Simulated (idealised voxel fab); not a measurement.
process module | voxel fin reveal
Section cut is 280 nm wide and gridded with 5 nm square cells.
Reading order for cross-sections: top band down to bottom band. Underlying form: a grid of square cells. Band size: one or more rows of cells.
Band: top and bottom heights (nm) first, top before bottom; then materials from left to right, widths in nm. "edge to edge" marks a sole material filling the band edge to edge. "empty" denotes empty space.
It should be noted that heights are counted from 0, beneath which the wafer as supplied is of one material throughout, and that the lowest band possesses no lower boundary but continues downward, as written in "0 down".
Note: "30..40" means the width goes from the first number (top row of the band) to the second number (bottom row) in equal steps per row of cells.
"nothing altered", as given for a step, is the statement that not any cell of the cross-section underwent a change during that step.
"Closed-off voids" - sealed voids, min. 8 cells, no opening to top; format: width x height at distance (distance from left edge; nm throughout).
Post-settings text on a step line: simulator's own remark regarding the step.
The line of a step may include "overlay nm". On a step with a mask, this value is how far to the right of its planned place the mask lay. A negative value means the mask lay to the left.

PLANNED PROCESS STEPS
1. RECEIVE: material Si
2. CONFORMAL_DEP: material SiN, thk nm 5
3. DIRECTIONAL_DEP: material aC, thk nm 15
4. PATTERN: tone cover, mask id FINS, material resist, width nm 15, pitch nm 40, thk nm 30, overlay nm 0
5. DIRECTIONAL_ETCH: etch materials aC, depth nm 15
6. STRIP: etch materials resist
7. DIRECTIONAL_ETCH: etch materials SiN, depth nm 5
8. DIRECTIONAL_ETCH: etch materials Si, depth nm 40
9. STRIP: etch materials aC
10. FILL_DEP: material SiO2, thk nm 5
11. CMP: height nm 5
12. SELECTIVE_ETCH: etch materials SiO2, depth nm 35
13. STRIP: etch materials SiN

CROSS-SECTION OF THE WAFER AT RECEIPT, WHICH IS THE CONDITION AFTER STEP 1
* 0 down | Si edge to edge
* Closed-off voids: none

FIRST WAFER AT THE END, AS PLANNED
* 0 to -30 | empty (70); Si (15); empty (25); Si (15); empty (25); Si (15); empty (25); Si (15); empty (75)
* -30 to -40 | SiO2 (70); Si (15); SiO2 (25); Si (15); SiO2 (25); Si (15); SiO2 (25); Si (15); SiO2 (75)
* -40 down | Si edge to edge
* Closed-off voids: none

END OF MODULE, SECOND WAFER, CROSS-SECTION. STARTED LIKE THE FIRST, PLANNED LIKE THE FIRST, RUN WITH ONE MISTAKE
* 0 to -30 | empty (70); Si (15); empty (25); Si (15); empty (25); Si (15); empty (25); Si (15); empty (75)
* -30 to -80 | SiO2 (70); Si (15); SiO2 (25); Si (15); SiO2 (25); Si (15); SiO2 (25); Si (15); SiO2 (75)
* -80 down | Si edge to edge
* Closed-off voids: none
Plan not followed: the plan's step 8 ran twice
At the finish, the second wafer shows more or fewer cells for some materials than the first does: Si: 352 fewer; SiO2: 352 more
